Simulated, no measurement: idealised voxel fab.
Name of the process module below: voxel air gaps
The figure presents cross-section cut, which has a width of 250 nm and is divided into square cells with an edge length of 5 nm.
Bands, listed from the top down, are how a cross-section gets written in this document; the cross-section itself is a grid of square cells, and a band is one or more rows of them.
Read a band's entry like this: the first values are the height of its top and the height of its bottom in nm, and what follows is the sequence of materials from left to right, each with its width in nm. Note that "empty" is empty space, and that a single material marked "everywhere" reaches across the band from edge to edge.
The reference from which all heights are counted is 0, the level beneath which the as-received wafer is entirely one material; the lowest band, having no lower bound, proceeds downward and is written after the example "0..down".
The two numbers in a width such as "30 to 40" mark its ends across the band: the first belongs to the top row of cells, the second to the bottom row, and from each row to the next the width moves by the same amount.
Step marked "remained the same"? Then no cell in the cross-section changed in it.
Listed in "Completely sealed voids": every empty space of 8 or more cells without an open way to the top. Form: width x height at distance, the distance being from the left edge, all in nm.
Post-settings text on a step line: simulator's own remark regarding the step.
overlay nm: on a step with a mask, how far right of its planned place the mask lay; negative means left.

Plan:
1: RECEIVE [material Si]
2: CONFORMAL_DEP [material SiO2] [thk nm 15]
3: CONFORMAL_DEP [material SiN] [thk nm 5]
4: DIRECTIONAL_DEP [material SiO2] [thk nm 40]
5: DIRECTIONAL_DEP [material aC] [thk nm 15]
6: PATTERN [tone open] [mask id LINES] [material resist] [width nm 15] [pitch nm 40] [thk nm 35] [overlay nm 0]
7: DIRECTIONAL_ETCH [etch materials aC] [depth nm 15]
8: STRIP [etch materials resist]
9: DIRECTIONAL_ETCH [etch materials SiO2] [depth nm 40]
10: STRIP [etch materials aC]
11: CONFORMAL_DEP [material TiN] [thk nm 5]
12: FILL_DEP [material Cu] [thk nm 5]
13: CMP [height nm 60]
14: EPI [material Ru] [thk nm 10]
15: SELECTIVE_ETCH [etch materials SiO2] [depth nm 50]
16: CONFORMAL_DEP [material SiCN] [thk nm 5]
Heads up: all these wafers start the same, and what changes between them is the thk nm in step 11. The value you see in the plan is just what the first wafer got.

First wafer of several, as received: cross-section after step 1:
    0..down = Si everywhere
    Completely sealed voids: none

Every row in this table is a wafer at the end of the module, and it gives, for each of the materials, the cells that wafer has gained (+) or lost (-) since it was received, then its closed voids:
thk nm 5 | +21 Cu | +42 Ru | +126 SiCN | +50 SiN | +150 SiO2 | +51 TiN | Completely sealed voids: 15 x 30 at 95; 15 x 30 at 135
thk nm 10 | +42 Ru | +126 SiCN | +50 SiN | +150 SiO2 | +72 TiN | Completely sealed voids: 15 x 30 at 95; 15 x 30 at 135
thk nm 15 | +42 Ru | +126 SiCN | +50 SiN | +150 SiO2 | +72 TiN | Completely sealed voids: 15 x 30 at 95; 15 x 30 at 135
thk nm 20 | +42 Ru | +126 SiCN | +50 SiN | +150 SiO2 | +72 TiN | Completely sealed voids: 15 x 30 at 95; 15 x 30 at 135
